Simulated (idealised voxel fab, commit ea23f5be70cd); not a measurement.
The following is a process module called voxel self aligned vias.
The cross-section on display is named cut; it measures 145 nm wide, and its cells are 5 nm squares.
In what follows, cross-sections appear as grids of square cells, described through bands that run from the top down, where every band is one or more rows of cells.
Heads up on the band format: heights come first, top then bottom, in nm. After that it's the materials left to right, each with its width in nm. A single material flagged "everywhere" fills the whole band edge to edge, and "blank" means there's empty space there.
Zero point of the height axis is 0; under it, received wafer = one material. Lowest band: continues down indefinitely, "0 nm and below".
When a width is written as two numbers, as in "30->40", the first number is the width in the top row of cells of the band and the second is the width in its bottom row, and the width changes by the same amount from each row to the next.
"changes: none" -> step changed no cross-section cell.
If an empty space has no open way to the top and is at least 8 cells in size, "Closed internal cavities" lists it, written width x height at distance, where distance is measured from the left edge and every value is in nm.
Formally, on a step line, whatever follows the settings is a remark that the simulator itself makes on the step.
Regarding "overlay nm": on a step with a mask, it is the distance the mask lay to the right of its planned place; a negative value places it to the left.
### Set out below are the planned steps of the process
1 RECEIVE [material Si]
2 CONFORMAL_DEP [material SiO2] [thk nm 15]
3 CONFORMAL_DEP [material SiCN] [thk nm 5]
4 DIRECTIONAL_DEP [material SiO2] [thk nm 25]
5 DIRECTIONAL_DEP [material aC] [thk nm 15]
6 PATTERN [tone open] [mask id LINES] [material resist] [width nm 30] [pitch nm 60] [thk nm 35] [overlay nm 0]
7 DIRECTIONAL_ETCH [etch materials aC] [depth nm 15]
8 STRIP [etch materials resist]
9 DIRECTIONAL_ETCH [etch materials SiO2] [depth nm 25]
10 STRIP [etch materials aC]
11 CONFORMAL_DEP [material TiN] [thk nm 5]
12 FILL_DEP [material Ru] [thk nm 5]
13 CMP [height nm 45]
14 SELECTIVE_ETCH [etch materials W Ru TiN] [depth nm 5]
15 FILL_DEP [material SiN] [thk nm 5]
16 CMP [height nm 45]
17 DIRECTIONAL_DEP [material SiO2] [thk nm 15]
18 MASKED_ETCH [tone open] [mask id VIAS] [width nm 40] [etch materials SiO2] [depth nm 15] [overlay nm -5]
19 MASKED_ETCH [tone open] [mask id VIAS] [width nm 40] [etch materials SiN] [depth nm 5] [overlay nm 0]
20 CONFORMAL_DEP [material TiN] [thk nm 5]
21 FILL_DEP [material Cu] [thk nm 5]
22 CMP [height nm 60]
23 CONFORMAL_DEP [material SiN] [thk nm 5]
For clarity, it should be stated that the wafers under discussion commence in an identical condition and differ with respect to the overlay nm of step 18, the plan indicating the value that the first wafer had.
### Sectional view: first of several wafers, as received, after step 1
* 0 nm and below: Si everywhere
* Closed internal cavities: none
### Quick key for the table: a row per wafer, taken at the end of the module. For each material it tells you how many cells the wafer gained (+) or lost (-) since it came in, and the closed voids come after
overlay nm -5; +16 Cu; +24 Ru; +29 SiCN; +35 SiN; +235 SiO2; +38 TiN; Closed internal cavities: none
overlay nm 0; +16 Cu; +24 Ru; +29 SiCN; +35 SiN; +235 SiO2; +38 TiN; Closed internal cavities: none
overlay nm 5; +16 Cu; +24 Ru; +29 SiCN; +35 SiN; +235 SiO2; +38 TiN; Closed internal cavities: none
overlay nm 10; +15 Cu; +24 Ru; +29 SiCN; +36 SiN; +235 SiO2; +38 TiN; Closed internal cavities: none
overlay nm 15; +14 Cu; +24 Ru; +29 SiCN; +37 SiN; +235 SiO2; +38 TiN; Closed internal cavities: none
